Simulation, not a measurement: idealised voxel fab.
process module | voxel trench capacitor
cross-section cut | 285 nm wide | cells 5 nm
A cross-section is a grid of square cells, given in bands from the top down. A band is one or more rows of cells.
Each band's line starts with the height of the band's top and of its bottom, in nm. Then come its materials from left to right, each with its width in nm. One material with "throughout" fills the band from edge to edge. "air" is empty space.
Height 0 is the level under which the wafer as received is all one material. The lowest band goes on downwards, as in "0 down".
A width such as "30 to 40" changes by the same amount from each row of cells to the next, from the band's top row to its bottom row.
"no change" after a step means that no cell of the cross-section changed.
closed voids: empty space of 8 cells or more with no open way to the top, each as width x height at its distance from the left edge, in nm
after a step's settings: what the simulator itself notes on the step
overlay nm, on a step with a mask: how far to the right of its planned place the mask lay; to the left if negative
plan
1 op RECEIVE | material Si
2 op CONFORMAL_DEP | material SiN | thk nm 10
3 op MASKED_ETCH | tone open | mask id TRENCH | width nm 15 | pitch nm 35 | etch materials SiN | depth nm 10 | overlay nm 0
4 op MASKED_ETCH | tone open | mask id TRENCH | width nm 15 | pitch nm 35 | etch materials Si | depth nm 25 | overlay nm 0
5 op CONFORMAL_DEP | material Al2O3 | thk nm 5
6 op FILL_DEP | material polySi | thk nm 10
7 op CMP | height nm 10
as received, after step 1
  0 down: Si throughout
  closed voids: none
first wafer at the end, as planned
  10 to 0: SiN 115 | Al2O3 5 | polySi 5 | Al2O3 5 | SiN 20 | Al2O3 5 | polySi 5 | Al2O3 5 | SiN 120
  0 to -20: Si 115 | Al2O3 5 | polySi 5 | Al2O3 5 | Si 20 | Al2O3 5 | polySi 5 | Al2O3 5 | Si 120
  -20 to -25: Si 115 | Al2O3 15 | Si 20 | Al2O3 15 | Si 120
  -25 down: Si throughout
  closed voids: none
second wafer at the end: like start, like plan, one mistake
  10 to 0: SiN 115 | Al2O3 5 | polySi 10 to 5 | Al2O3 5 to 10 | SiN 15 | Al2O3 5 | polySi 10 to 5 | Al2O3 5 to 10 | SiN 115
  0 to -20: Si 115 | Al2O3 5 | polySi 5 | Al2O3 5 | Si 20 | Al2O3 5 | polySi 5 | Al2O3 5 | Si 120
  -20 to -25: Si 115 | Al2O3 15 | Si 20 | Al2O3 15 | Si 120
  -25 down: Si throughout
  closed voids: none
what went wrong: step 3 ran as: op MASKED_ETCH | tone open | mask id TRENCH | width nm 20 | pitch nm 35 | etch materials SiN | depth nm 10 | overlay nm 0
at the end the second wafer has, in cells: 2 more of Al2O3 | 4 fewer of SiN | 2 more of polySi
